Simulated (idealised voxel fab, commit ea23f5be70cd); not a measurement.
Module name: voxel capacitor over wiring (process module)
FYI the section here is cut, 220 nm wide, cells are 5 nm squares.
Throughout this document, each cross-section is represented as a grid of square cells and is presented as a sequence of bands enumerated from the top downward, where a band comprises one or more rows of cells.
First you get the band's top height and its bottom height, in nm, and then the materials it's made of, left to right, with each width in nm. If you see a single material with "all across", that one covers the band edge to edge. "empty" is empty space.
Counting heights begins at 0, where everything beneath is, in the wafer as received, one material. The lowest band has no bottom; it goes on downwards, as "0 down" shows.
So if you see something like "30..40" for the width, read it as the top row of the band sitting at the first number and the bottom row at the second, with every row in between moving by the same amount as the last.
It should be understood that the words "no alteration", when stated for a given step, signify that the cross-section underwent no change in any of its cells during that step.
Heads up: "Encapsulated voids" only lists the empty pockets with no open path to the top that are 8 cells or more, and it writes them as width x height at distance, distance from the left edge, in nm.
If you see something after the settings on a step's line, that's the simulator's own remark about that step.
If you see "overlay nm" on a step's line and that step has a mask, it's telling you how far right of where it was planned the mask ended up; a negative number means it went left instead.
# Here's what the planned process steps look like
1 RECEIVE | material Si
2 CONFORMAL_DEP | material SiO2 | thk nm 10
3 CONFORMAL_DEP | material SiCN | thk nm 5
4 DIRECTIONAL_DEP | material SiO2 | thk nm 25
5 MASKED_ETCH | tone open | mask id METAL_1 | width nm 30 | pitch nm 85 | etch materials SiO2 | depth nm 25 | overlay nm 0
6 MASKED_ETCH | tone open | mask id METAL_1 | width nm 30 | pitch nm 85 | etch materials SiCN | depth nm 5 | overlay nm 0
7 CONFORMAL_DEP | material TiN | thk nm 5
8 FILL_DEP | material Ru | thk nm 10
9 CMP | height nm 40
10 CONFORMAL_DEP | material SiCN | thk nm 5
11 DIRECTIONAL_DEP | material SiO2 | thk nm 15
12 DIRECTIONAL_DEP | material aC | thk nm 10
13 PATTERN | tone open | mask id PLUG_1 | material resist | width nm 15 | thk nm 30 | overlay nm 0
14 DIRECTIONAL_ETCH | etch materials aC | depth nm 10
15 STRIP | etch materials resist
16 DIRECTIONAL_ETCH | etch materials SiO2 | depth nm 15
17 DIRECTIONAL_ETCH | etch materials SiCN | depth nm 5
18 STRIP | etch materials aC
19 CONFORMAL_DEP | material TiN | thk nm 5
20 FILL_DEP | material Ru | thk nm 10
21 CMP | height nm 60
22 DIRECTIONAL_DEP | material TiN | thk nm 10
23 DIRECTIONAL_DEP | material HfO2 | thk nm 5
24 DIRECTIONAL_DEP | material TiN | thk nm 10
25 DIRECTIONAL_DEP | material aC | thk nm 10
26 PATTERN | tone cover | mask id UPPER_PLATE | material resist | width nm 60 | thk nm 25 | overlay nm 0
27 DIRECTIONAL_ETCH | etch materials aC | depth nm 10
28 STRIP | etch materials resist
29 DIRECTIONAL_ETCH | etch materials TiN | depth nm 10
30 DIRECTIONAL_ETCH | etch materials HfO2 | depth nm 5
31 STRIP | etch materials aC
32 DIRECTIONAL_DEP | material aC | thk nm 15
33 PATTERN | tone cover | mask id LOWER_PLATE | material resist | width nm 70 | thk nm 30 | overlay nm 0
34 DIRECTIONAL_ETCH | etch materials aC | depth nm 15
35 STRIP | etch materials resist
36 DIRECTIONAL_ETCH | etch materials TiN | depth nm 10
37 STRIP | etch materials aC
38 FILL_DEP | material SiO2 | thk nm 15
39 CMP | height nm 95
40 MASKED_ETCH | tone open | mask id PLUG_2 | width nm 15 | etch materials SiO2 | depth nm 10 | overlay nm 0
41 CONFORMAL_DEP | material TiN | thk nm 5
42 FILL_DEP | material W | thk nm 10
43 CMP | height nm 95
44 CONFORMAL_DEP | material SiN | thk nm 5
# Of two wafers, the first: run according to plan
# Cross-section of the wafer at receipt, which is the condition after step 1
    0 down | Si all across
    Encapsulated voids: none
# After step 2: wafer cross-section
    10 to 0 | SiO2 all across
    All layers under 0 are left as they were.
# After step 3: wafer cross-section
    15 to 10 | SiCN all across
    All layers under 10 are left as they were.
# After step 4: wafer cross-section
    40 to 15 | SiO2 all across
    All layers under 15 are left as they were.
# After step 5: wafer cross-section
    40 to 15 | SiO2 (50), empty (30), SiO2 (55), empty (30), SiO2 (55)
    All layers under 15 are left as they were.
# After step 6: wafer cross-section
    40 to 15 | SiO2 (50), empty (30), SiO2 (55), empty (30), SiO2 (55)
    15 to 10 | SiCN (50), empty (30), SiCN (55), empty (30), SiCN (55)
    All layers under 10 are left as they were.
# After step 7: wafer cross-section
    45 to 40 | TiN (55), empty (20), TiN (65), empty (20), TiN (60)
    40 to 15 | SiO2 (50), TiN (5), empty (20), TiN (5), SiO2 (55), TiN (5), empty (20), TiN (5), SiO2 (55)
    15 to 10 | SiCN (50), TiN (30), SiCN (55), TiN (30), SiCN (55)
    All layers under 10 are left as they were.
# After step 8: wafer cross-section
    55 to 45 | Ru all across
    45 to 40 | TiN (55), Ru (20), TiN (65), Ru (20), TiN (60)
    40 to 15 | SiO2 (50), TiN (5), Ru (20), TiN (5), SiO2 (55), TiN (5), Ru (20), TiN (5), SiO2 (55)
    All layers under 15 are left as they were.
# After step 9: wafer cross-section
    40 to 15 | SiO2 (50), TiN (5), Ru (20), TiN (5), SiO2 (55), TiN (5), Ru (20), TiN (5), SiO2 (55)
    All layers under 15 are left as they were.
# After step 10: wafer cross-section
    45 to 40 | SiCN all across
    All layers under 40 are left as they were.
# After step 11: wafer cross-section
    60 to 45 | SiO2 all across
    All layers under 45 are left as they were.
# After step 12: wafer cross-section
    70 to 60 | aC all across
    All layers under 60 are left as they were.
# After step 13: wafer cross-section
    100 to 70 | resist (65), empty (15), resist (140)
    All layers under 70 are left as they were.
# After step 14: wafer cross-section
    90 to 70 | resist (65), empty (15), resist (140)
    70 to 60 | aC (65), empty (15), aC (140)
    All layers under 60 are left as they were.
# After step 15: wafer cross-section
    70 to 60 | aC (65), empty (15), aC (140)
    All layers under 60 are left as they were.
# After step 16: wafer cross-section
    70 to 60 | aC (65), empty (15), aC (140)
    60 to 45 | SiO2 (65), empty (15), SiO2 (140)
    All layers under 45 are left as they were.
# After step 17: wafer cross-section
    70 to 60 | aC (65), empty (15), aC (140)
    60 to 45 | SiO2 (65), empty (15), SiO2 (140)
    45 to 40 | SiCN (65), empty (15), SiCN (140)
    All layers under 40 are left as they were.
# After step 18: wafer cross-section
    60 to 45 | SiO2 (65), empty (15), SiO2 (140)
    All layers under 45 are left as they were.
# After step 19: wafer cross-section
    65 to 60 | TiN (70), empty (5), TiN (145)
    60 to 45 | SiO2 (65), TiN (5), empty (5), TiN (5), SiO2 (140)
    45 to 40 | SiCN (65), TiN (15), SiCN (140)
    All layers under 40 are left as they were.
# After step 20: wafer cross-section
    75 to 65 | Ru all across
    65 to 60 | TiN (70), Ru (5), TiN (145)
    60 to 45 | SiO2 (65), TiN (5), Ru (5), TiN (5), SiO2 (140)
    All layers under 45 are left as they were.
# After step 21: wafer cross-section
    60 to 45 | SiO2 (65), TiN (5), Ru (5), TiN (5), SiO2 (140)
    All layers under 45 are left as they were.
# After step 22: wafer cross-section
    70 to 60 | TiN all across
    All layers under 60 are left as they were.
# After step 23: wafer cross-section
    75 to 70 | HfO2 all across
    All layers under 70 are left as they were.
# After step 24: wafer cross-section
    85 to 75 | TiN all across
    All layers under 75 are left as they were.
# After step 25: wafer cross-section
    95 to 85 | aC all across
    All layers under 85 are left as they were.
# After step 26: wafer cross-section
    120 to 95 | empty (65), resist (60), empty (95)
    All layers under 95 are left as they were.
# After step 27: wafer cross-section
    110 to 95 | empty (65), resist (60), empty (95)
    95 to 85 | empty (65), aC (60), empty (95)
    All layers under 85 are left as they were.
# After step 28: wafer cross-section
    95 to 85 | empty (65), aC (60), empty (95)
    All layers under 85 are left as they were.
# After step 29: wafer cross-section
    95 to 85 | empty (65), aC (60), empty (95)
    85 to 75 | empty (65), TiN (60), empty (95)
    All layers under 75 are left as they were.
# After step 30: wafer cross-section
    95 to 85 | empty (65), aC (60), empty (95)
    85 to 75 | empty (65), TiN (60), empty (95)
    75 to 70 | empty (65), HfO2 (60), empty (95)
    All layers under 70 are left as they were.
# After step 31: wafer cross-section
    85 to 75 | empty (65), TiN (60), empty (95)
    All layers under 75 are left as they were.
# After step 32: wafer cross-section
    100 to 85 | empty (65), aC (60), empty (95)
    85 to 75 | aC (65), TiN (60), aC (95)
    75 to 70 | aC (65), HfO2 (60), aC (95)
    All layers under 70 are left as they were.
# After step 33: wafer cross-section
    130 to 100 | empty (60), resist (70), empty (90)
    100 to 85 | empty (60), resist (5), aC (60), resist (5), empty (90)
    All layers under 85 are left as they were.
# After step 34: wafer cross-section
    115 to 100 | empty (60), resist (70), empty (90)
    100 to 85 | empty (60), resist (5), aC (60), resist (5), empty (90)
    85 to 75 | empty (60), aC (5), TiN (60), aC (5), empty (90)
    75 to 70 | empty (60), aC (5), HfO2 (60), aC (5), empty (90)
    All layers under 70 are left as they were.
# After step 35: wafer cross-section
    100 to 85 | empty (65), aC (60), empty (95)
    All layers under 85 are left as they were.
# After step 36: wafer cross-section
    100 to 85 | empty (65), aC (60), empty (95)
    85 to 75 | empty (60), aC (5), TiN (60), aC (5), empty (90)
    75 to 70 | empty (60), aC (5), HfO2 (60), aC (5), empty (90)
    70 to 60 | empty (60), TiN (70), empty (90)
    All layers under 60 are left as they were.
# After step 37: wafer cross-section
    85 to 75 | empty (65), TiN (60), empty (95)
    75 to 70 | empty (65), HfO2 (60), empty (95)
    All layers under 70 are left as they were.
# After step 38: wafer cross-section
    100 to 85 | SiO2 all across
    85 to 75 | SiO2 (65), TiN (60), SiO2 (95)
    75 to 70 | SiO2 (65), HfO2 (60), SiO2 (95)
    70 to 60 | SiO2 (60), TiN (70), SiO2 (90)
    All layers under 60 are left as they were.
# After step 39: wafer cross-section
    95 to 85 | SiO2 all across
    All layers under 85 are left as they were.
# After step 40: wafer cross-section
    95 to 85 | SiO2 (75), empty (15), SiO2 (130)
    All layers under 85 are left as they were.
# After step 41: wafer cross-section
    100 to 95 | TiN (80), empty (5), TiN (135)
    95 to 90 | SiO2 (75), TiN (5), empty (5), TiN (5), SiO2 (130)
    90 to 85 | SiO2 (75), TiN (15), SiO2 (130)
    All layers under 85 are left as they were.
# After step 42: wafer cross-section
    110 to 100 | W all across
    100 to 95 | TiN (80), W (5), TiN (135)
    95 to 90 | SiO2 (75), TiN (5), W (5), TiN (5), SiO2 (130)
    All layers under 90 are left as they were.
# After step 43: wafer cross-section
    95 to 90 | SiO2 (75), TiN (5), W (5), TiN (5), SiO2 (130)
    All layers under 90 are left as they were.
# After step 44: wafer cross-section
    100 to 95 | SiN all across
    All layers under 95 are left as they were.
# Second wafer, same starting state and plan as the first, one mistake in the run, identical through step 40
# Cross-section of the second wafer at the time by which step 41 should have been completed according to the plan
    100 to 95 | SiCN (80), empty (5), SiCN (135)
    95 to 90 | SiO2 (75), SiCN (5), empty (5), SiCN (5), SiO2 (130)
    90 to 85 | SiO2 (75), SiCN (15), SiO2 (130)
    All layers under 85 are left as they were.
# Cross-section of the second wafer at the time by which step 42 should have been completed according to the plan
    110 to 100 | W all across
    100 to 95 | SiCN (80), W (5), SiCN (135)
    95 to 90 | SiO2 (75), SiCN (5), W (5), SiCN (5), SiO2 (130)
    All layers under 90 are left as they were.
# Cross-section of the second wafer at the time by which step 43 should have been completed according to the plan
    95 to 90 | SiO2 (75), SiCN (5), W (5), SiCN (5), SiO2 (130)
    All layers under 90 are left as they were.
# Cross-section of the second wafer at the time by which step 44 should have been completed according to the plan
    100 to 95 | SiN all across
    All layers under 95 are left as they were.
Nonconformance to the process plan: step 41, actual vs plan mismatch, actual run CONFORMAL_DEP | material SiCN | thk nm 5
At the finish, the second wafer shows more or fewer cells for some materials than the first does: 5 more of SiCN, 5 fewer of TiN
